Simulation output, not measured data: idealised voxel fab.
The following is a process module called voxel trench capacitor.
Cross-sectional view cut (width: 280 nm; square cell size: 5 nm).
Throughout this document, each cross-section is represented as a grid of square cells and is presented as a sequence of bands enumerated from the top downward, where a band comprises one or more rows of cells. Each band's line starts with the height of the band's top and of its bottom, in nm. Then come its materials from left to right, each with its width in nm. One material with "edge to edge" fills the band from edge to edge. "empty" is empty space. Heads up on the height convention: 0 is the point under which the incoming wafer is all one material, and the lowest band has no bottom, it just keeps going down, like "z 0 and below". Note: "30 to 40" means the width goes from the first number (top row of the band) to the second number (bottom row) in equal steps per row of cells. Step marked "nothing changed"? Then no cell in the cross-section changed in it. "Enclosed internal voids": sealed empty spaces, 8 cells or more, no open way to top, listed width x height at distance, with distance from the left edge and width, height and distance in nm. Step line, after settings: the simulator's comment on this step. The line of a step may include "overlay nm". On a step with a mask, this value is how far to the right of its planned place the mask lay. A negative value means the mask lay to the left.

# Planned step list for the process
1. RECEIVE, material Si
2. CONFORMAL_DEP, material SiN, thk nm 10
3. PATTERN, tone open, mask id TRENCH, material resist, width nm 25, pitch nm 45, thk nm 15, overlay nm 0
4. DIRECTIONAL_ETCH, etch materials SiN, depth nm 10
5. DIRECTIONAL_ETCH, etch materials Si, depth nm 35
6. STRIP, etch materials resist
7. CONFORMAL_DEP, material Al2O3, thk nm 5
8. FILL_DEP, material polySi, thk nm 10
9. CMP, height nm 10

# The cross-section here shows the wafer as received, i.e. in its state after step 1
  z 0 and below = Si edge to edge
  Enclosed internal voids: none

# Run as planned - first of the two wafers cross-sectioned at the end of the module
  z 10 to 0 = SiN 60, then Al2O3 5, then polySi 15, then Al2O3 5, then SiN 20, then Al2O3 5, then polySi 15, then Al2O3 5, then SiN 20, then Al2O3 5, then polySi 15, then Al2O3 5, then SiN 20, then Al2O3 5, then polySi 15, then Al2O3 5, then SiN 60
  z 0 to -30 = Si 60, then Al2O3 5, then polySi 15, then Al2O3 5, then Si 20, then Al2O3 5, then polySi 15, then Al2O3 5, then Si 20, then Al2O3 5, then polySi 15, then Al2O3 5, then Si 20, then Al2O3 5, then polySi 15, then Al2O3 5, then Si 60
  z -30 to -35 = Si 60, then Al2O3 25, then Si 20, then Al2O3 25, then Si 20, then Al2O3 25, then Si 20, then Al2O3 25, then Si 60
  z -35 and below = Si edge to edge
  Enclosed internal voids: none

# Cross-section, second wafer: same start as the first, same plan as the first, one mistake in running it; taken at the end of the module
  z 20 to 15 = polySi edge to edge
  z 15 to 10 = Al2O3 65, then polySi 15, then Al2O3 30, then polySi 15, then Al2O3 30, then polySi 15, then Al2O3 30, then polySi 15, then Al2O3 65
  z 10 to 0 = SiN 60, then Al2O3 5, then polySi 15, then Al2O3 5, then SiN 20, then Al2O3 5, then polySi 15, then Al2O3 5, then SiN 20, then Al2O3 5, then polySi 15, then Al2O3 5, then SiN 20, then Al2O3 5, then polySi 15, then Al2O3 5, then SiN 60
  z 0 to -30 = Si 60, then Al2O3 5, then polySi 15, then Al2O3 5, then Si 20, then Al2O3 5, then polySi 15, then Al2O3 5, then Si 20, then Al2O3 5, then polySi 15, then Al2O3 5, then Si 20, then Al2O3 5, then polySi 15, then Al2O3 5, then Si 60
  z -30 to -35 = Si 60, then Al2O3 25, then Si 20, then Al2O3 25, then Si 20, then Al2O3 25, then Si 20, then Al2O3 25, then Si 60
  z -35 and below = Si edge to edge
  Enclosed internal voids: none
The plan and the run diverged here: for step 9, the planned setting was not used; the step was instead run as CMP, height nm 20
End check, counted in cells, second wafer has more or fewer of these materials than the first: 44 more of Al2O3, 68 more of polySi
